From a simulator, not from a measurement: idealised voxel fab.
The document below concerns the process module designated voxel air gaps.
This is section cut - it's 260 nm across, gridded in 5 nm square cells.
Format of a cross-section: grid, square cells. Given as bands. Order: top down. Band: one or more rows of cells.
What a band's entry tells you: where the top is and where the bottom is, as heights in nm, and after that what lies inside, material by material from left to right, each with its width in nm. Empty space is written as the word "air", and a single material marked with the word "full width" occupies the band from edge to edge.
Heights are reckoned from 0. Under this level, the received wafer is all of one material. The bottommost band is open-ended downward, for example "z 0 and below".
Top row gets the first number, bottom row gets the second, and each row in between changes by the same step: that is how a band width like "30..40" works.
No cell of the cross-section changed in a step that is given as "nothing was modified".
"Encapsulated voids" contains a list of empty spaces, each no smaller than 8 cells and without an open way to the top, written in the form width x height at distance with the distance from the left edge and all three in nm.
Step line, after settings: the simulator's comment on this step.
overlay nm: how far to the right of its planned place the mask lay on this masked step (negative: to the left).
Here's what the planned process steps look like
1. RECEIVE: material Si
2. CONFORMAL_DEP: material SiO2, thk nm 10
3. CONFORMAL_DEP: material SiCN, thk nm 5
4. DIRECTIONAL_DEP: material lowk, thk nm 40
5. DIRECTIONAL_DEP: material aC, thk nm 15
6. PATTERN: tone open, mask id LINES, material resist, width nm 25, pitch nm 50, thk nm 35, overlay nm 0
7. DIRECTIONAL_ETCH: etch materials aC, depth nm 15
8. STRIP: etch materials resist
9. DIRECTIONAL_ETCH: etch materials lowk, depth nm 40
10. STRIP: etch materials aC
11. CONFORMAL_DEP: material TiN, thk nm 5
12. FILL_DEP: material W, thk nm 5
13. CMP: height nm 55
14. EPI: material Ru, thk nm 10
15. SELECTIVE_ETCH: etch materials lowk, depth nm 50
16. CONFORMAL_DEP: material SiCN, thk nm 5
Below: the first of two wafers, run as planned
Shown in cross-section is the wafer as received, that is, as it stands after step 1
  z 0 and below | Si full width
  Encapsulated voids: none
Step 2 done - wafer cross-section
  z 10 to 0 | SiO2 full width
  Note: structure below 0 unchanged.
Step 3 done - wafer cross-section
  z 15 to 10 | SiCN full width
  Note: structure below 10 unchanged.
Step 4 done - wafer cross-section
  z 55 to 15 | lowk full width
  Note: structure below 15 unchanged.
Step 5 done - wafer cross-section
  z 70 to 55 | aC full width
  Note: structure below 55 unchanged.
Step 6 done - wafer cross-section
  z 105 to 70 | 40 nm resist  25 nm air  25 nm resist  25 nm air  25 nm resist  25 nm air  25 nm resist  25 nm air  45 nm resist
  Note: structure below 70 unchanged.
Step 7 done - wafer cross-section
  z 90 to 70 | 40 nm resist  25 nm air  25 nm resist  25 nm air  25 nm resist  25 nm air  25 nm resist  25 nm air  45 nm resist
  z 70 to 55 | 40 nm aC  25 nm air  25 nm aC  25 nm air  25 nm aC  25 nm air  25 nm aC  25 nm air  45 nm aC
  Note: structure below 55 unchanged.
Step 8 done - wafer cross-section
  z 70 to 55 | 40 nm aC  25 nm air  25 nm aC  25 nm air  25 nm aC  25 nm air  25 nm aC  25 nm air  45 nm aC
  Note: structure below 55 unchanged.
Step 9 done - wafer cross-section
  z 70 to 55 | 40 nm aC  25 nm air  25 nm aC  25 nm air  25 nm aC  25 nm air  25 nm aC  25 nm air  45 nm aC
  z 55 to 15 | 40 nm lowk  25 nm air  25 nm lowk  25 nm air  25 nm lowk  25 nm air  25 nm lowk  25 nm air  45 nm lowk
  Note: structure below 15 unchanged.
Step 10 done - wafer cross-section
  z 55 to 15 | 40 nm lowk  25 nm air  25 nm lowk  25 nm air  25 nm lowk  25 nm air  25 nm lowk  25 nm air  45 nm lowk
  Note: structure below 15 unchanged.
Step 11 done - wafer cross-section
  z 60 to 55 | 45 nm TiN  15 nm air  35 nm TiN  15 nm air  35 nm TiN  15 nm air  35 nm TiN  15 nm air  50 nm TiN
  z 55 to 20 | 40 nm lowk  5 nm TiN  15 nm air  5 nm TiN  25 nm lowk  5 nm TiN  15 nm air  5 nm TiN  25 nm lowk  5 nm TiN  15 nm air  5 nm TiN  25 nm lowk  5 nm TiN  15 nm air  5 nm TiN  45 nm lowk
  z 20 to 15 | 40 nm lowk  25 nm TiN  25 nm lowk  25 nm TiN  25 nm lowk  25 nm TiN  25 nm lowk  25 nm TiN  45 nm lowk
  Note: structure below 15 unchanged.
Step 12 done - wafer cross-section
  z 65 to 60 | W full width
  z 60 to 55 | 45 nm TiN  15 nm W  35 nm TiN  15 nm W  35 nm TiN  15 nm W  35 nm TiN  15 nm W  50 nm TiN
  z 55 to 20 | 40 nm lowk  5 nm TiN  15 nm W  5 nm TiN  25 nm lowk  5 nm TiN  15 nm W  5 nm TiN  25 nm lowk  5 nm TiN  15 nm W  5 nm TiN  25 nm lowk  5 nm TiN  15 nm W  5 nm TiN  45 nm lowk
  Note: structure below 20 unchanged.
Step 13 done - wafer cross-section
  z 55 to 20 | 40 nm lowk  5 nm TiN  15 nm W  5 nm TiN  25 nm lowk  5 nm TiN  15 nm W  5 nm TiN  25 nm lowk  5 nm TiN  15 nm W  5 nm TiN  25 nm lowk  5 nm TiN  15 nm W  5 nm TiN  45 nm lowk
  Note: structure below 20 unchanged.
Step 14 done - wafer cross-section
  z 65 to 55 | 30 nm air  45 nm Ru  5 nm air  45 nm Ru  5 nm air  45 nm Ru  5 nm air  45 nm Ru  35 nm air
  Note: structure below 55 unchanged.
Step 15 done - wafer cross-section
  z 65 to 55 | 30 nm air  45 nm Ru  5 nm air  45 nm Ru  5 nm air  45 nm Ru  5 nm air  45 nm Ru  35 nm air
  z 55 to 20 | 40 nm air  5 nm TiN  15 nm W  5 nm TiN  25 nm air  5 nm TiN  15 nm W  5 nm TiN  25 nm air  5 nm TiN  15 nm W  5 nm TiN  25 nm air  5 nm TiN  15 nm W  5 nm TiN  45 nm air
  z 20 to 15 | 40 nm air  25 nm TiN  25 nm air  25 nm TiN  25 nm air  25 nm TiN  25 nm air  25 nm TiN  45 nm air
  Note: structure below 15 unchanged.
Step 16 done - wafer cross-section
  z 70 to 65 | 25 nm air  205 nm SiCN  30 nm air
  z 65 to 55 | 25 nm air  5 nm SiCN  45 nm Ru  5 nm SiCN  45 nm Ru  5 nm SiCN  45 nm Ru  5 nm SiCN  45 nm Ru  5 nm SiCN  30 nm air
  z 55 to 50 | 25 nm air  15 nm SiCN  5 nm TiN  15 nm W  5 nm TiN  25 nm SiCN  5 nm TiN  15 nm W  5 nm TiN  25 nm SiCN  5 nm TiN  15 nm W  5 nm TiN  25 nm SiCN  5 nm TiN  15 nm W  5 nm TiN  15 nm SiCN  30 nm air
  z 50 to 20 | 35 nm air  5 nm SiCN  5 nm TiN  15 nm W  5 nm TiN  5 nm SiCN  15 nm air  5 nm SiCN  5 nm TiN  15 nm W  5 nm TiN  5 nm SiCN  15 nm air  5 nm SiCN  5 nm TiN  15 nm W  5 nm TiN  5 nm SiCN  15 nm air  5 nm SiCN  5 nm TiN  15 nm W  5 nm TiN  5 nm SiCN  40 nm air
  z 20 to 15 | 40 nm SiCN  25 nm TiN  25 nm SiCN  25 nm TiN  25 nm SiCN  25 nm TiN  25 nm SiCN  25 nm TiN  45 nm SiCN
  Note: structure below 15 unchanged.
  Encapsulated voids: 15 x 30 at 70; 15 x 30 at 120; 15 x 30 at 170
Wafer two. Identical start, identical plan. One mistake in execution. Identical history through step 15
Second wafer, cut view, end of step 16 per plan: nothing was modified
It is concluded that the wafer was processed incorrectly with respect to the plan, in that with respect to the plan, step 16 was omitted and not executed
Heads up, by the end the second wafer has more or fewer cells of some materials compared to the first: SiCN: 152 fewer
Closed voids, final: 3 / 0 (first wafer / second wafer).
